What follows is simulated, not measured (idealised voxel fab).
voxel gate over fins: a process module
The width of the displayed cross-section, cut, is 145 nm; its cells are square, with a size of 5 nm.
Reading order for cross-sections: top band down to bottom band. Underlying form: a grid of square cells. Band size: one or more rows of cells.
The band entry comprises the height of the band's top followed by the height of its bottom, expressed in nm, and subsequently the band's materials from left to right, each stated together with its width in nm. Where a single material is marked with the word "throughout", that material fills the band from edge to edge. The word "air" represents empty space.
Beneath 0, the wafer as received is one material, and that level is where height counting begins. The lowest band goes on downward without a bottom; it is written like "top 0, no bottom".
A width such as "30 to 40" changes by the same amount from each row of cells to the next, from the band's top row to its bottom row.
What does "remained the same" mean for a step? It means no cell of the cross-section changed in that step.
The label "Enclosed voids" introduces a list of the empty spaces, 8 cells or larger, that have no open way up to the top; each entry in it reads width x height at distance, where the distance is taken from the left edge and all three are stated in nm.
That trailing text on a step's line, after the settings, is the simulator's own remark on the step.
You can add "overlay nm" to a step's line. For a step with a mask, it describes how far the mask lay to the right of its planned position, and a negative number describes a lay to the left.

THESE ARE THE STEPS WE PLANNED FOR THE PROCESS
step 1: RECEIVE, material Si
step 2: CONFORMAL_DEP, material SiN, thk nm 10
step 3: MASKED_ETCH, tone cover, mask id FINS, width nm 15, pitch nm 45, etch materials SiN, depth nm 10, overlay nm 0
step 4: MASKED_ETCH, tone cover, mask id FINS, width nm 15, pitch nm 45, etch materials Si, depth nm 35, overlay nm 0
step 5: OXIDIZE, depth nm 5
step 6: FILL_DEP, material SiO2, thk nm 10
step 7: CMP, height nm 10
step 8: SELECTIVE_ETCH, etch materials SiO2, depth nm 25
step 9: STRIP, etch materials SiN
step 10: CONFORMAL_DEP, material HfO2, thk nm 5
step 11: CONFORMAL_DEP, material TiN, thk nm 5
step 12: CONFORMAL_DEP, material TiAl, thk nm 5
step 13: CONFORMAL_DEP, material TiN, thk nm 5
step 14: FILL_DEP, material W, thk nm 10
step 15: CMP, height nm 25
step 16: CONFORMAL_DEP, material SiCN, thk nm 10

CROSS-SECTION, INCOMING MATERIAL, AFTER STEP 1
    top 0, no bottom  Si throughout
    Enclosed voids: none

THE PLAN ABOVE WAS CARRIED OUT ON THE STARTING STRUCTURE ABOVE WITH ONE MISTAKE, AND THIS CROSS-SECTION SHOWS THE WAFER AT THE END OF THE MODULE
    top 35, bottom 25  SiCN throughout
    top 25, bottom 20  W throughout
    top 20, bottom 15  W (5), then TiN (135), then W (5)
    top 15, bottom 10  TiN (10), then TiAl (35), then TiN (10), then TiAl (35), then TiN (10), then TiAl (35), then TiN (10)
    top 10, bottom 5  TiN (5), then TiAl (10), then TiN (25), then TiAl (20), then TiN (25), then TiAl (20), then TiN (25), then TiAl (10), then TiN (5)
    top 5, bottom 0  TiN (5), then TiAl (5), then TiN (10), then HfO2 (15), then TiN (10), then TiAl (10), then TiN (10), then HfO2 (15), then TiN (10), then TiAl (10), then TiN (10), then HfO2 (15), then TiN (10), then TiAl (5), then TiN (5)
    top 0, bottom -5  TiAl (10), then TiN (5), then HfO2 (10), then Si (5), then HfO2 (10), then TiN (5), then TiAl (10), then TiN (5), then HfO2 (10), then Si (5), then HfO2 (10), then TiN (5), then TiAl (10), then TiN (5), then HfO2 (10), then Si (5), then HfO2 (10), then TiN (5), then TiAl (10)
    top -5, bottom -10  TiN (15), then HfO2 (5), then Si (15), then HfO2 (5), then TiN (20), then HfO2 (5), then Si (15), then HfO2 (5), then TiN (20), then HfO2 (5), then Si (15), then HfO2 (5), then TiN (15)
    top -10, bottom -15  HfO2 (20), then Si (15), then HfO2 (30), then Si (15), then HfO2 (30), then Si (15), then HfO2 (20)
    top -15, bottom -40  SiO2 (20), then Si (15), then SiO2 (30), then Si (15), then SiO2 (30), then Si (15), then SiO2 (20)
    top -40, no bottom  Si throughout
    Enclosed voids: none
Where did the run depart from the plan? not per plan at step 4, really ran MASKED_ETCH, tone cover, mask id FINS, width nm 25, pitch nm 45, etch materials Si, depth nm 35, overlay nm 0
